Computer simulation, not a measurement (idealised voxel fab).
Process module, titled voxel self aligned vias
Cross-section cut spans 150 nm and uses square cells 5 nm in size.
Reading order for cross-sections: top band down to bottom band. Underlying form: a grid of square cells. Band size: one or more rows of cells. Band: top and bottom heights (nm) first, top before bottom; then materials from left to right, widths in nm. "all across" marks a sole material filling the band edge to edge. "empty" denotes empty space. Ref level 0: as-received wafer is one material below here. Bottom band extends down with no lower bound ("from 0 down"). Per-row width for "30 to 40": begins at first number (top row of band), ends at second number (bottom row), increment between rows held constant. "remained unchanged" after a step means that no cell of the cross-section changed. Entry "Enclosed void listing" = empty spaces >= 8 cells with no open way to the top; each as width x height at distance, distance from left edge, all nm. Post-settings text on a step line: simulator's own remark regarding the step. "overlay nm" on a masked step: distance the mask lay right of its planned place, negative for left.
The process steps that were planned are listed below
1: RECEIVE (material Si)
2: CONFORMAL_DEP (material SiO2; thk nm 10)
3: CONFORMAL_DEP (material SiCN; thk nm 5)
4: DIRECTIONAL_DEP (material SiO2; thk nm 30)
5: MASKED_ETCH (tone open; mask id LINES; width nm 30; pitch nm 55; etch materials SiO2; depth nm 30; overlay nm 0)
6: CONFORMAL_DEP (material TiN; thk nm 5)
7: FILL_DEP (material Ru; thk nm 5)
8: CMP (height nm 45)
9: SELECTIVE_ETCH (etch materials W Ru TiN; depth nm 10)
10: FILL_DEP (material SiN; thk nm 10)
11: CMP (height nm 45)
12: DIRECTIONAL_DEP (material SiO2; thk nm 15)
13: PATTERN (tone open; mask id VIAS; material resist; width nm 40; thk nm 20; overlay nm 0)
14: DIRECTIONAL_ETCH (etch materials SiO2; depth nm 15)
15: DIRECTIONAL_ETCH (etch materials SiN; depth nm 10)
16: STRIP (etch materials resist)
17: CONFORMAL_DEP (material TiN; thk nm 5)
18: FILL_DEP (material Cu; thk nm 5)
19: CMP (height nm 60)
20: CONFORMAL_DEP (material SiCN; thk nm 5)
First of two wafers: run as planned
Cross-section, incoming material, after step 1
* from 0 down  Si all across
* Enclosed void listing: none
After step 2
* from 10 to 0  SiO2 all across
* Rest of section, below 0: as before.
After step 3
* from 15 to 10  SiCN all across
* Rest of section, below 10: as before.
After step 4
* from 45 to 15  SiO2 all across
* Rest of section, below 15: as before.
After step 5
* from 45 to 15  SiO2 30, then empty 30, then SiO2 25, then empty 30, then SiO2 35
* Rest of section, below 15: as before.
After step 6
* from 50 to 45  TiN 35, then empty 20, then TiN 35, then empty 20, then TiN 40
* from 45 to 20  SiO2 30, then TiN 5, then empty 20, then TiN 5, then SiO2 25, then TiN 5, then empty 20, then TiN 5, then SiO2 35
* from 20 to 15  SiO2 30, then TiN 30, then SiO2 25, then TiN 30, then SiO2 35
* Rest of section, below 15: as before.
After step 7
* from 55 to 50  Ru all across
* from 50 to 45  TiN 35, then Ru 20, then TiN 35, then Ru 20, then TiN 40
* from 45 to 20  SiO2 30, then TiN 5, then Ru 20, then TiN 5, then SiO2 25, then TiN 5, then Ru 20, then TiN 5, then SiO2 35
* Rest of section, below 20: as before.
After step 8
* from 45 to 20  SiO2 30, then TiN 5, then Ru 20, then TiN 5, then SiO2 25, then TiN 5, then Ru 20, then TiN 5, then SiO2 35
* Rest of section, below 20: as before.
After step 9
* from 45 to 35  SiO2 30, then empty 30, then SiO2 25, then empty 30, then SiO2 35
* Rest of section, below 35: as before.
After step 10
* from 55 to 45  SiN all across
* from 45 to 35  SiO2 30, then SiN 30, then SiO2 25, then SiN 30, then SiO2 35
* Rest of section, below 35: as before.
After step 11
* from 45 to 35  SiO2 30, then SiN 30, then SiO2 25, then SiN 30, then SiO2 35
* Rest of section, below 35: as before.
After step 12
* from 60 to 45  SiO2 all across
* Rest of section, below 45: as before.
After step 13
* from 80 to 60  resist 25, then empty 40, then resist 85
* Rest of section, below 60: as before.
After step 14
* from 80 to 60  resist 25, then empty 40, then resist 85
* from 60 to 45  SiO2 25, then empty 40, then SiO2 85
* Rest of section, below 45: as before.
After step 15
* from 80 to 60  resist 25, then empty 40, then resist 85
* from 60 to 45  SiO2 25, then empty 40, then SiO2 85
* from 45 to 35  SiO2 30, then empty 30, then SiO2 25, then SiN 30, then SiO2 35
* Rest of section, below 35: as before.
After step 16
* from 60 to 45  SiO2 25, then empty 40, then SiO2 85
* Rest of section, below 45: as before.
After step 17
* from 65 to 60  TiN 30, then empty 30, then TiN 90
* from 60 to 50  SiO2 25, then TiN 5, then empty 30, then TiN 5, then SiO2 85
* from 50 to 45  SiO2 25, then TiN 10, then empty 20, then TiN 10, then SiO2 85
* from 45 to 40  SiO2 30, then TiN 5, then empty 20, then TiN 5, then SiO2 25, then SiN 30, then SiO2 35
* from 40 to 35  SiO2 30, then TiN 30, then SiO2 25, then SiN 30, then SiO2 35
* Rest of section, below 35: as before.
After step 18
* from 70 to 65  Cu all across
* from 65 to 60  TiN 30, then Cu 30, then TiN 90
* from 60 to 50  SiO2 25, then TiN 5, then Cu 30, then TiN 5, then SiO2 85
* from 50 to 45  SiO2 25, then TiN 10, then Cu 20, then TiN 10, then SiO2 85
* from 45 to 40  SiO2 30, then TiN 5, then Cu 20, then TiN 5, then SiO2 25, then SiN 30, then SiO2 35
* Rest of section, below 40: as before.
After step 19
* from 60 to 50  SiO2 25, then TiN 5, then Cu 30, then TiN 5, then SiO2 85
* Rest of section, below 50: as before.
After step 20
* from 65 to 60  SiCN all across
* Rest of section, below 60: as before.
The second wafer: identical to the first at the outset and in its planned sequence, differing only in that one mistake was made during processing; up to and including step 4, its path is the first wafer's path
Second wafer, cross-section, planned end of step 5
* from 45 to 15  SiO2 35, then empty 25, then SiO2 30, then empty 25, then SiO2 35
* Rest of section, below 15: as before.
Second wafer, cross-section, planned end of step 6
* from 50 to 45  TiN 40, then empty 15, then TiN 40, then empty 15, then TiN 40
* from 45 to 20  SiO2 35, then TiN 5, then empty 15, then TiN 5, then SiO2 30, then TiN 5, then empty 15, then TiN 5, then SiO2 35
* from 20 to 15  SiO2 35, then TiN 25, then SiO2 30, then TiN 25, then SiO2 35
* Rest of section, below 15: as before.
Second wafer, cross-section, planned end of step 7
* from 55 to 50  Ru all across
* from 50 to 45  TiN 40, then Ru 15, then TiN 40, then Ru 15, then TiN 40
* from 45 to 20  SiO2 35, then TiN 5, then Ru 15, then TiN 5, then SiO2 30, then TiN 5, then Ru 15, then TiN 5, then SiO2 35
* Rest of section, below 20: as before.
Second wafer, cross-section, planned end of step 8
* from 45 to 20  SiO2 35, then TiN 5, then Ru 15, then TiN 5, then SiO2 30, then TiN 5, then Ru 15, then TiN 5, then SiO2 35
* Rest of section, below 20: as before.
Second wafer, cross-section, planned end of step 9
* from 45 to 35  SiO2 35, then empty 25, then SiO2 30, then empty 25, then SiO2 35
* Rest of section, below 35: as before.
Second wafer, cross-section, planned end of step 10
* from 55 to 45  SiN all across
* from 45 to 35  SiO2 35, then SiN 25, then SiO2 30, then SiN 25, then SiO2 35
* Rest of section, below 35: as before.
Second wafer, cross-section, planned end of step 11
* from 45 to 35  SiO2 35, then SiN 25, then SiO2 30, then SiN 25, then SiO2 35
* Rest of section, below 35: as before.
Second wafer, cross-section, planned end of step 12
* from 60 to 45  SiO2 all across
* Rest of section, below 45: as before.
Second wafer, cross-section, planned end of step 13
* from 80 to 60  resist 25, then empty 40, then resist 85
* Rest of section, below 60: as before.
Second wafer, cross-section, planned end of step 14
* from 80 to 60  resist 25, then empty 40, then resist 85
* from 60 to 45  SiO2 25, then empty 40, then SiO2 85
* Rest of section, below 45: as before.
Second wafer, cross-section, planned end of step 15
* from 80 to 60  resist 25, then empty 40, then resist 85
* from 60 to 45  SiO2 25, then empty 40, then SiO2 85
* from 45 to 35  SiO2 35, then empty 25, then SiO2 30, then SiN 25, then SiO2 35
* Rest of section, below 35: as before.
Second wafer, cross-section, planned end of step 16
* from 60 to 45  SiO2 25, then empty 40, then SiO2 85
* Rest of section, below 45: as before.
Second wafer, cross-section, planned end of step 17
* from 65 to 60  TiN 30, then empty 30, then TiN 90
* from 60 to 50  SiO2 25, then TiN 5, then empty 30, then TiN 5, then SiO2 85
* from 50 to 45  SiO2 25, then TiN 15, then empty 15, then TiN 10, then SiO2 85
* from 45 to 40  SiO2 35, then TiN 5, then empty 15, then TiN 5, then SiO2 30, then SiN 25, then SiO2 35
* from 40 to 35  SiO2 35, then TiN 25, then SiO2 30, then SiN 25, then SiO2 35
* Rest of section, below 35: as before.
Second wafer, cross-section, planned end of step 18
* from 70 to 65  Cu all across
* from 65 to 60  TiN 30, then Cu 30, then TiN 90
* from 60 to 50  SiO2 25, then TiN 5, then Cu 30, then TiN 5, then SiO2 85
* from 50 to 45  SiO2 25, then TiN 15, then Cu 15, then TiN 10, then SiO2 85
* from 45 to 40  SiO2 35, then TiN 5, then Cu 15, then TiN 5, then SiO2 30, then SiN 25, then SiO2 35
* Rest of section, below 40: as before.
Second wafer, cross-section, planned end of step 19
* from 60 to 50  SiO2 25, then TiN 5, then Cu 30, then TiN 5, then SiO2 85
* Rest of section, below 50: as before.
Second wafer, cross-section, planned end of step 20
* from 65 to 60  SiCN all across
* Rest of section, below 60: as before.
Plan not followed: step 5 changed vs plan, executed as MASKED_ETCH (tone open; mask id LINES; width nm 25; pitch nm 55; etch materials SiO2; depth nm 30; overlay nm 0)
Final cells, second wafer relative to first, materials higher or lower: Cu -2, Ru -6, SiN -2, SiO2 +12, TiN -2
